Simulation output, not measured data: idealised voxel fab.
process module | voxel tone inversion
cross-section cut | 260 nm wide | cells 5 nm
A cross-section is a grid of square cells, given in bands from the top down. A band is one or more rows of cells.
Each band's line starts with the height of the band's top and of its bottom, in nm. Then come its materials from left to right, each with its width in nm. One material with "throughout" fills the band from edge to edge. "air" is empty space.
Height 0 is the level under which the wafer as received is all one material. The lowest band goes on downwards, as in "0 down".
A width such as "30 to 40" changes by the same amount from each row of cells to the next, from the band's top row to its bottom row.
"no change" after a step means that no cell of the cross-section changed.
closed voids: empty space of 8 cells or more with no open way to the top, each as width x height at its distance from the left edge, in nm
after a step's settings: what the simulator itself notes on the step
overlay nm, on a step with a mask: how far to the right of its planned place the mask lay; to the left if negative
plan
1 op RECEIVE | material Si
2 op CONFORMAL_DEP | material SiN | thk nm 10
3 op DIRECTIONAL_DEP | material aC | thk nm 25
4 op PATTERN | tone cover | mask id POSTS | material resist | width nm 25 | pitch nm 50 | thk nm 30 | overlay nm 0
5 op DIRECTIONAL_ETCH | etch materials aC | depth nm 25
6 op STRIP | etch materials resist
7 op FILL_DEP | material SiO2 | thk nm 5
8 op CMP | height nm 35
9 op STRIP | etch materials aC
first wafer, as planned
as received, after step 1
  0 down: Si throughout
  closed voids: none
after step 2
  10 to 0: SiN throughout
  below 0: unchanged
after step 3
  35 to 10: aC throughout
  below 10: unchanged
after step 4
  65 to 35: air 65 | resist 25 | air 25 | resist 25 | air 25 | resist 25 | air 70
  below 35: unchanged
after step 5
  40 to 35: air 65 | resist 25 | air 25 | resist 25 | air 25 | resist 25 | air 70
  35 to 10: air 65 | aC 25 | air 25 | aC 25 | air 25 | aC 25 | air 70
  below 10: unchanged
after step 6
  35 to 10: air 65 | aC 25 | air 25 | aC 25 | air 25 | aC 25 | air 70
  below 10: unchanged
after step 7
  40 to 35: SiO2 throughout
  35 to 10: SiO2 65 | aC 25 | SiO2 25 | aC 25 | SiO2 25 | aC 25 | SiO2 70
  below 10: unchanged
after step 8
  35 to 10: SiO2 65 | aC 25 | SiO2 25 | aC 25 | SiO2 25 | aC 25 | SiO2 70
  below 10: unchanged
after step 9
  35 to 10: SiO2 65 | air 25 | SiO2 25 | air 25 | SiO2 25 | air 25 | SiO2 70
  below 10: unchanged
second wafer: like start, like plan, one mistake. Through step 3 it matches the first wafer
when step 4 should have ended
  65 to 35: air 60 | resist 25 | air 25 | resist 25 | air 25 | resist 25 | air 75
  below 35: unchanged
when step 5 should have ended
  40 to 35: air 60 | resist 25 | air 25 | resist 25 | air 25 | resist 25 | air 75
  35 to 10: air 60 | aC 25 | air 25 | aC 25 | air 25 | aC 25 | air 75
  below 10: unchanged
when step 6 should have ended
  35 to 10: air 60 | aC 25 | air 25 | aC 25 | air 25 | aC 25 | air 75
  below 10: unchanged
when step 7 should have ended
  40 to 35: SiO2 throughout
  35 to 10: SiO2 60 | aC 25 | SiO2 25 | aC 25 | SiO2 25 | aC 25 | SiO2 75
  below 10: unchanged
when step 8 should have ended
  35 to 10: SiO2 60 | aC 25 | SiO2 25 | aC 25 | SiO2 25 | aC 25 | SiO2 75
  below 10: unchanged
when step 9 should have ended
  35 to 10: SiO2 60 | air 25 | SiO2 25 | air 25 | SiO2 25 | air 25 | SiO2 75
  below 10: unchanged
what went wrong: step 4 ran as: op PATTERN | tone cover | mask id POSTS | material resist | width nm 25 | pitch nm 50 | thk nm 30 | overlay nm -5
at the end the second wafer has, in cells: as many of each material as the first, in other places
